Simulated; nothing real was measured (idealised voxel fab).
Proc. module: voxel wiring stack
The width of the displayed cross-section, cut, is 190 nm; its cells are square, with a size of 5 nm.
When this document writes out a cross-section, it uses a grid of square cells and lists it as bands, beginning at the top and moving down, with a band standing for one or more rows of cells. Within each band entry, the heights of the top and of the bottom of the band appear first, in that order and in nm; the materials of the band then follow from left to right, each with its corresponding width in nm. The designation "throughout" on a single material indicates that it fills the band from edge to edge; the designation "air" indicates empty space. Height datum 0, below which the as-received substrate wafer is one material. Lowest band open at the bottom, running downward: "0 nm and below". Width "30..40": first value at the band's top row of cells, second value at its bottom row, equal change from row to row. "nothing altered" -> step changed no cross-section cell. The label "Voids lacking openings" introduces a list of the empty spaces, 8 cells or larger, that have no open way up to the top; each entry in it reads width x height at distance, where the distance is taken from the left edge and all three are stated in nm. On each step's line, the part that comes after the settings is the simulator's own comment on the step. overlay nm: mask right of planned place by this much (step with mask). Neg. = left.
-- This section lists the process steps that were planned
1) RECEIVE (material Si)
2) CONFORMAL_DEP (material SiO2; thk nm 10)
3) CONFORMAL_DEP (material SiCN; thk nm 5)
4) DIRECTIONAL_DEP (material lowk; thk nm 25)
5) DIRECTIONAL_DEP (material aC; thk nm 15)
6) PATTERN (tone open; mask id METAL_1; material resist; width nm 20; pitch nm 40; thk nm 35; overlay nm 0)
7) DIRECTIONAL_ETCH (etch materials aC; depth nm 15)
8) STRIP (etch materials resist)
9) DIRECTIONAL_ETCH (etch materials lowk; depth nm 25)
10) DIRECTIONAL_ETCH (etch materials SiCN; depth nm 5)
11) STRIP (etch materials aC)
12) CONFORMAL_DEP (material TiN; thk nm 5)
13) FILL_DEP (material Ru; thk nm 5)
14) CMP (height nm 40)
15) CONFORMAL_DEP (material SiCN; thk nm 5)
16) DIRECTIONAL_DEP (material lowk; thk nm 15)
17) DIRECTIONAL_DEP (material aC; thk nm 15)
18) PATTERN (tone open; mask id PLUG_1; material resist; width nm 15; pitch nm 40; thk nm 35; overlay nm 0)
19) DIRECTIONAL_ETCH (etch materials aC; depth nm 15)
20) STRIP (etch materials resist)
21) DIRECTIONAL_ETCH (etch materials lowk; depth nm 15)
22) DIRECTIONAL_ETCH (etch materials SiCN; depth nm 5)
23) STRIP (etch materials aC)
24) EPI (material Ru; thk nm 10)
25) EPI (material Ru; thk nm 10)
26) CONFORMAL_DEP (material SiN; thk nm 5)
27) DIRECTIONAL_DEP (material SiO2; thk nm 15)
28) MASKED_ETCH (tone open; mask id METAL_2; width nm 20; pitch nm 40; etch materials SiO2; depth nm 15; overlay nm 0)
29) MASKED_ETCH (tone open; mask id METAL_2; width nm 20; pitch nm 40; etch materials SiN; depth nm 5; overlay nm 0)
30) CONFORMAL_DEP (material TiN; thk nm 5)
31) FILL_DEP (material W; thk nm 10)
32) CMP (height nm 80)
33) CONFORMAL_DEP (material SiN; thk nm 5)
Heads up: all these wafers start the same, and what changes between them is the thk nm in step 33. The value you see in the plan is just what the first wafer got.
-- Cross-section: the first of several wafers in its as-received state, i.e. following step 1
- 0 nm and below | Si throughout
- Voids lacking openings: none
-- Cross-sectional representation of the first of several wafers at the end of the module, i.e. after its terminal step, step 33
- 85 nm to 80 nm | SiN throughout
- 80 nm to 65 nm | SiO2=25 / TiN=5 / W=10 / TiN=5 / SiO2=20 / TiN=5 / W=10 / TiN=5 / SiO2=20 / TiN=5 / W=10 / TiN=5 / SiO2=20 / TiN=5 / W=10 / TiN=5 / SiO2=25
- 65 nm to 60 nm | SiN=25 / TiN=20 / SiN=20 / TiN=20 / SiN=20 / TiN=20 / SiN=20 / TiN=20 / SiN=25
- 60 nm to 45 nm | lowk=25 / Ru=15 / lowk=25 / Ru=15 / lowk=25 / Ru=15 / lowk=25 / Ru=15 / lowk=30
- 45 nm to 40 nm | SiCN=25 / Ru=15 / SiCN=25 / Ru=15 / SiCN=25 / Ru=15 / SiCN=25 / Ru=15 / SiCN=30
- 40 nm to 15 nm | lowk=25 / TiN=5 / Ru=10 / TiN=5 / lowk=20 / TiN=5 / Ru=10 / TiN=5 / lowk=20 / TiN=5 / Ru=10 / TiN=5 / lowk=20 / TiN=5 / Ru=10 / TiN=5 / lowk=25
- 15 nm to 10 nm | SiCN=25 / TiN=20 / SiCN=20 / TiN=20 / SiCN=20 / TiN=20 / SiCN=20 / TiN=20 / SiCN=25
- 10 nm to 0 nm | SiO2 throughout
- 0 nm and below | Si throughout
- Voids lacking openings: none
-- Sectional view of the last wafer upon completion of the module
- 100 nm to 80 nm | SiN throughout
- 80 nm to 65 nm | SiO2=25 / TiN=5 / W=10 / TiN=5 / SiO2=20 / TiN=5 / W=10 / TiN=5 / SiO2=20 / TiN=5 / W=10 / TiN=5 / SiO2=20 / TiN=5 / W=10 / TiN=5 / SiO2=25
- 65 nm to 60 nm | SiN=25 / TiN=20 / SiN=20 / TiN=20 / SiN=20 / TiN=20 / SiN=20 / TiN=20 / SiN=25
- 60 nm to 45 nm | lowk=25 / Ru=15 / lowk=25 / Ru=15 / lowk=25 / Ru=15 / lowk=25 / Ru=15 / lowk=30
- 45 nm to 40 nm | SiCN=25 / Ru=15 / SiCN=25 / Ru=15 / SiCN=25 / Ru=15 / SiCN=25 / Ru=15 / SiCN=30
- 40 nm to 15 nm | lowk=25 / TiN=5 / Ru=10 / TiN=5 / lowk=20 / TiN=5 / Ru=10 / TiN=5 / lowk=20 / TiN=5 / Ru=10 / TiN=5 / lowk=20 / TiN=5 / Ru=10 / TiN=5 / lowk=25
- 15 nm to 10 nm | SiCN=25 / TiN=20 / SiCN=20 / TiN=20 / SiCN=20 / TiN=20 / SiCN=20 / TiN=20 / SiCN=25
- 10 nm to 0 nm | SiO2 throughout
- 0 nm and below | Si throughout
- Voids lacking openings: none
-- Tabulated below, wafer by wafer, are the end-of-module results: for each material, the number of cells gained (+) or lost (-) relative to the as-received state, followed by the closed voids
thk nm 5 | +88 Ru | +48 SiCN | +60 SiN | +142 SiO2 | +96 TiN | +24 W | +188 lowk | Voids lacking openings: none
thk nm 10 | +88 Ru | +48 SiCN | +98 SiN | +142 SiO2 | +96 TiN | +24 W | +188 lowk | Voids lacking openings: none
thk nm 15 | +88 Ru | +48 SiCN | +136 SiN | +142 SiO2 | +96 TiN | +24 W | +188 lowk | Voids lacking openings: none
thk nm 20 | +88 Ru | +48 SiCN | +174 SiN | +142 SiO2 | +96 TiN | +24 W | +188 lowk | Voids lacking openings: none
